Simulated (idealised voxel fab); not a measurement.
process module | voxel transistor to metal
cross-section cut | 185 nm wide | cells 5 nm
A cross-section is a grid of square cells, given in bands from the top down. A band is one or more rows of cells.
Each band's line starts with the height of the band's top and of its bottom, in nm. Then come its materials from left to right, each with its width in nm. One material with "throughout" fills the band from edge to edge. "air" is empty space.
Height 0 is the level under which the wafer as received is all one material. The lowest band goes on downwards, as in "0 down".
A width such as "30 to 40" changes by the same amount from each row of cells to the next, from the band's top row to its bottom row.
"no change" after a step means that no cell of the cross-section changed.
closed voids: empty space of 8 cells or more with no open way to the top, each as width x height at its distance from the left edge, in nm
after a step's settings: what the simulator itself notes on the step
overlay nm, on a step with a mask: how far to the right of its planned place the mask lay; to the left if negative
plan
1 op RECEIVE | material Si
2 op CONFORMAL_DEP | material SiO2 | thk nm 5
3 op CONFORMAL_DEP | material SiN | thk nm 15
4 op PATTERN | tone cover | mask id ACTIVE | material resist | width nm 105 | thk nm 20 | overlay nm 0
5 op DIRECTIONAL_ETCH | etch materials SiN | depth nm 15
6 op DIRECTIONAL_ETCH | etch materials SiO2 | depth nm 5
7 op DIRECTIONAL_ETCH | etch materials Si | depth nm 30
8 op STRIP | etch materials resist
9 op FILL_DEP | material SiO2 | thk nm 5
10 op CMP | height nm 20
11 op SELECTIVE_ETCH | etch materials SiO2 | depth nm 5
12 op STRIP | etch materials SiN
13 op SELECTIVE_ETCH | etch materials SiO2 | depth nm 5
14 op OXIDIZE | depth nm 5
15 op DIRECTIONAL_DEP | material polySi | thk nm 30
16 op DIRECTIONAL_DEP | material SiCN | thk nm 10
17 op PATTERN | tone cover | mask id GATE | material resist | width nm 25 | thk nm 20 | overlay nm 0
18 op DIRECTIONAL_ETCH | etch materials SiCN | depth nm 20
19 op DIRECTIONAL_ETCH | etch materials polySi | depth nm 40
20 op STRIP | etch materials resist
21 op CONFORMAL_DEP | material SiN | thk nm 10
22 op DIRECTIONAL_ETCH | etch materials SiN | depth nm 10
23 op DIRECTIONAL_ETCH | etch materials SiO2 | depth nm 5
24 op DIRECTIONAL_ETCH | etch materials Si | depth nm 10
25 op EPI | material nSi | thk nm 10
26 op FILL_DEP | material SiO2 | thk nm 10
27 op CMP | height nm 40
28 op DIRECTIONAL_DEP | material SiO2 | thk nm 15
29 op PATTERN | tone open | mask id CONTACT | material resist | width nm 20 | pitch nm 75 | thk nm 15 | overlay nm 0
30 op DIRECTIONAL_ETCH | etch materials SiO2 | depth nm 60
31 op STRIP | etch materials resist
32 op CONFORMAL_DEP | material TiN | thk nm 5
33 op FILL_DEP | material Ru | thk nm 5
34 op CMP | height nm 55
35 op DIRECTIONAL_DEP | material TiN | thk nm 5
36 op DIRECTIONAL_DEP | material W | thk nm 20
37 op MASKED_ETCH | tone cover | mask id METAL_1 | width nm 20 | pitch nm 75 | etch materials W | depth nm 20 | overlay nm 0
38 op MASKED_ETCH | tone cover | mask id METAL_1 | width nm 20 | pitch nm 75 | etch materials TiN | depth nm 5 | overlay nm 0
39 op CONFORMAL_DEP | material SiCN | thk nm 5
40 op FILL_DEP | material SiO2 | thk nm 5
41 op CMP | height nm 80
42 op CONFORMAL_DEP | material SiCN | thk nm 5
as received, after step 1
  0 down: Si throughout
  closed voids: none
a wafer at the end: this start, this plan, one mistake
  85 to 80: SiCN throughout
  80 to 60: SiO2 40 | SiCN 5 | W 20 | SiCN 5 | SiO2 45 | SiCN 5 | W 20 | SiCN 5 | SiO2 40
  60 to 55: SiCN 45 | TiN 20 | SiCN 55 | TiN 20 | SiCN 45
  55 to 40: SiO2 45 | TiN 5 | Ru 10 | TiN 5 | SiO2 55 | TiN 5 | Ru 10 | TiN 5 | SiO2 45
  40 to 30: SiO2 45 | TiN 5 | Ru 10 | TiN 5 | SiO2 5 | SiN 10 | SiCN 25 | SiN 10 | SiO2 5 | TiN 5 | Ru 10 | TiN 5 | SiO2 45
  30 to 10: SiO2 45 | TiN 5 | Ru 10 | TiN 5 | SiO2 5 | SiN 10 | polySi 25 | SiN 10 | SiO2 5 | TiN 5 | Ru 10 | TiN 5 | SiO2 45
  10 to 5: SiO2 30 | SiN 10 | SiO2 5 | TiN 5 | Ru 5 | TiN 10 | SiO2 5 | SiN 10 | polySi 25 | SiN 10 | SiO2 5 | TiN 10 | Ru 5 | TiN 5 | SiO2 5 | SiN 10 | SiO2 30
  5 to 0: SiO2 30 | SiN 10 | SiO2 5 | TiN 15 | nSi 10 | SiN 10 | polySi 25 | SiN 10 | nSi 10 | TiN 15 | SiO2 5 | SiN 10 | SiO2 30
  0 to -5: SiO2 30 | SiN 10 | nSi 15 | TiN 5 | nSi 10 | SiO2 45 | nSi 10 | TiN 5 | nSi 15 | SiN 10 | SiO2 30
  -5 to -10: SiO2 45 | nSi 25 | Si 45 | nSi 25 | SiO2 45
  -10 to -15: SiO2 40 | Si 5 | nSi 25 | Si 45 | nSi 25 | Si 5 | SiO2 40
  -15 to -30: SiO2 40 | Si 105 | SiO2 40
  -30 down: Si throughout
  closed voids: none
what went wrong: steps 11 and 12 were swapped
